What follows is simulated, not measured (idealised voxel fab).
process module | voxel ribs on slabs
cross-section cut | 215 nm wide | cells 5 nm
A cross-section is a grid of square cells, given in bands from the top down. A band is one or more rows of cells.
Each band's line starts with the height of the band's top and of its bottom, in nm. Then come its materials from left to right, each with its width in nm. One material with "throughout" fills the band from edge to edge. "air" is empty space.
Height 0 is the level under which the wafer as received is all one material. The lowest band goes on downwards, as in "0 down".
A width such as "30 to 40" changes by the same amount from each row of cells to the next, from the band's top row to its bottom row.
"no change" after a step means that no cell of the cross-section changed.
closed voids: empty space of 8 cells or more with no open way to the top, each as width x height at its distance from the left edge, in nm
after a step's settings: what the simulator itself notes on the step
overlay nm, on a step with a mask: how far to the right of its planned place the mask lay; to the left if negative
plan
1 op RECEIVE | material Si
2 op DIRECTIONAL_DEP | material SiO2 | thk nm 20
3 op DIRECTIONAL_DEP | material SiN | thk nm 25
4 op MASKED_ETCH | tone cover | mask id RIB | width nm 30 | etch materials SiN | depth nm 10 | overlay nm 0
5 op DIRECTIONAL_DEP | material aC | thk nm 15
6 op PATTERN | tone cover | mask id SLAB | material resist | width nm 60 | thk nm 30 | overlay nm 0
7 op DIRECTIONAL_ETCH | etch materials aC | depth nm 15
8 op STRIP | etch materials resist
9 op DIRECTIONAL_ETCH | etch materials SiN | depth nm 15
10 op STRIP | etch materials aC
11 op FILL_DEP | material SiO2 | thk nm 20
12 op CMP | height nm 55
13 op DIRECTIONAL_DEP | material TiN | thk nm 5
14 op PATTERN | tone cover | mask id HEATER | material resist | width nm 40 | thk nm 15 | overlay nm 0
15 op DIRECTIONAL_ETCH | etch materials TiN | depth nm 5
16 op STRIP | etch materials resist
17 op CONFORMAL_DEP | material SiO2 | thk nm 10
first wafer, as planned
as received, after step 1
  0 down: Si throughout
  closed voids: none
after step 2
  20 to 0: SiO2 throughout
  below 0: unchanged
after step 3
  45 to 20: SiN throughout
  below 20: unchanged
after step 4
  45 to 35: air 90 | SiN 30 | air 95
  below 35: unchanged
after step 5
  60 to 50: air 90 | aC 30 | air 95
  50 to 45: aC throughout
  45 to 35: aC 90 | SiN 30 | aC 95
  below 35: unchanged
after step 6
  90 to 60: air 75 | resist 60 | air 80
  60 to 50: air 75 | resist 15 | aC 30 | resist 15 | air 80
  below 50: unchanged
after step 7
  75 to 60: air 75 | resist 60 | air 80
  60 to 50: air 75 | resist 15 | aC 30 | resist 15 | air 80
  50 to 45: air 75 | aC 60 | air 80
  45 to 35: air 75 | aC 15 | SiN 30 | aC 15 | air 80
  below 35: unchanged
after step 8
  60 to 50: air 90 | aC 30 | air 95
  below 50: unchanged
after step 9
  60 to 50: air 90 | aC 30 | air 95
  50 to 45: air 75 | aC 60 | air 80
  45 to 35: air 75 | aC 15 | SiN 30 | aC 15 | air 80
  35 to 20: air 75 | SiN 60 | air 80
  below 20: unchanged
after step 10
  45 to 35: air 90 | SiN 30 | air 95
  below 35: unchanged
after step 11
  65 to 45: SiO2 throughout
  45 to 35: SiO2 90 | SiN 30 | SiO2 95
  35 to 20: SiO2 75 | SiN 60 | SiO2 80
  below 20: unchanged
after step 12
  55 to 45: SiO2 throughout
  below 45: unchanged
after step 13
  60 to 55: TiN throughout
  below 55: unchanged
after step 14
  75 to 60: air 85 | resist 40 | air 90
  below 60: unchanged
after step 15
  75 to 60: air 85 | resist 40 | air 90
  60 to 55: air 85 | TiN 40 | air 90
  below 55: unchanged
after step 16
  60 to 55: air 85 | TiN 40 | air 90
  below 55: unchanged
after step 17
  70 to 65: air 75 | SiO2 60 | air 80
  65 to 60: SiO2 throughout
  60 to 55: SiO2 85 | TiN 40 | SiO2 90
  below 55: unchanged
second wafer: like start, like plan, one mistake. Through step 13 it matches the first wafer
when step 14 should have ended
  75 to 60: air 90 | resist 30 | air 95
  below 60: unchanged
when step 15 should have ended
  75 to 60: air 90 | resist 30 | air 95
  60 to 55: air 90 | TiN 30 | air 95
  below 55: unchanged
when step 16 should have ended
  60 to 55: air 90 | TiN 30 | air 95
  below 55: unchanged
when step 17 should have ended
  70 to 65: air 80 | SiO2 50 | air 85
  65 to 60: SiO2 throughout
  60 to 55: SiO2 90 | TiN 30 | SiO2 95
  below 55: unchanged
what went wrong: step 14 ran as: op PATTERN | tone cover | mask id HEATER | material resist | width nm 30 | thk nm 15 | overlay nm 0
at the end the second wafer has, in cells: 2 fewer of TiN
